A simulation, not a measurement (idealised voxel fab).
Process module name: voxel air gaps
cross-section cut | 185 nm wide | cells 5 nm
How to read a cross-section here: the picture is a grid of square cells, written as bands going from the top down, and any band can span one or more rows of cells. The entry gives the band's vertical extent as a top height and a bottom height in nm, then its horizontal make-up as materials from left to right, each with a width in nm. "air" stands for empty space; a single material marked "all across" fills the band edge to edge. Heights from 0 (as-received wafer is one material below). Bottom band endless downward, as "0 down". Think of "30..40" as a width that walks from the first number to the second as you go down the band, top row to bottom row, taking equal-sized steps from row to row. No cell of the cross-section changed in a step that is given as "no modification". Each empty space that has no open way to the top and spans at least 8 cells appears under "Closed internal cavities" as width x height at distance, the distance counted from the left edge, all in nm. Formally, on a step line, whatever follows the settings is a remark that the simulator itself makes on the step. overlay nm: right-of-plan distance of the mask on a masked step; negative values mean left-of-plan.

[Process steps foreseen in the plan]
1 RECEIVE with material Si
2 CONFORMAL_DEP with material SiO2, thk nm 10
3 CONFORMAL_DEP with material SiCN, thk nm 5
4 DIRECTIONAL_DEP with material SiO2, thk nm 30
5 PATTERN with tone open, mask id LINES, material resist, width nm 20, pitch nm 50, thk nm 20, overlay nm 0
6 DIRECTIONAL_ETCH with etch materials SiO2, depth nm 30
7 STRIP with etch materials resist
8 CONFORMAL_DEP with material TiN, thk nm 5
9 FILL_DEP with material Cu, thk nm 5
10 CMP with height nm 45
11 EPI with material Ru, thk nm 10
12 SELECTIVE_ETCH with etch materials SiO2, depth nm 40
13 CONFORMAL_DEP with material SiCN, thk nm 5

[Wafer at receipt (post step 1), cross-section]
* 0 down: Si all across
* Closed internal cavities: none

[First wafer of two, sectioned at end of module; run went per plan]
* 60 to 55: air=15, SiCN=150, air=20
* 55 to 45: air=15, SiCN=5, Ru=40, SiCN=10, Ru=40, SiCN=10, Ru=40, SiCN=5, air=20
* 45 to 40: air=15, SiCN=15, TiN=5, Cu=10, TiN=5, SiCN=30, TiN=5, Cu=10, TiN=5, SiCN=30, TiN=5, Cu=10, TiN=5, SiCN=15, air=20
* 40 to 20: air=25, SiCN=5, TiN=5, Cu=10, TiN=5, SiCN=5, air=20, SiCN=5, TiN=5, Cu=10, TiN=5, SiCN=5, air=20, SiCN=5, TiN=5, Cu=10, TiN=5, SiCN=5, air=30
* 20 to 15: SiCN=30, TiN=20, SiCN=30, TiN=20, SiCN=30, TiN=20, SiCN=35
* 15 to 10: SiCN all across
* 10 to 0: SiO2 all across
* 0 down: Si all across
* Closed internal cavities: 20 x 20 at 55; 20 x 20 at 105

[Cross-section, second wafer: same start as the first, same plan as the first, one mistake in running it; taken at the end of the module]
* 60 to 55: SiCN all across
* 55 to 45: Ru all across
* 45 to 40: TiN=35, Cu=10, TiN=40, Cu=10, TiN=40, Cu=10, TiN=40
* 40 to 15: SiO2=30, TiN=5, Cu=10, TiN=5, SiO2=30, TiN=5, Cu=10, TiN=5, SiO2=30, TiN=5, Cu=10, TiN=5, SiO2=35
* 15 to 10: SiO2=30, TiN=20, SiO2=30, TiN=20, SiO2=30, TiN=20, SiO2=35
* 10 to 0: SiO2 all across
* 0 down: Si all across
* Closed internal cavities: none
What went wrong in running the wafer? not run: step 3 of the plan (skipped)
The closing comparison, in cells, has the second wafer with more or fewer of some materials than the first: 6 more of Cu; 26 more of Ru; 109 fewer of SiCN; 150 more of SiO2; 31 more of TiN
Final observation: first wafer, 2 closed voids; second wafer, 0 closed voids.
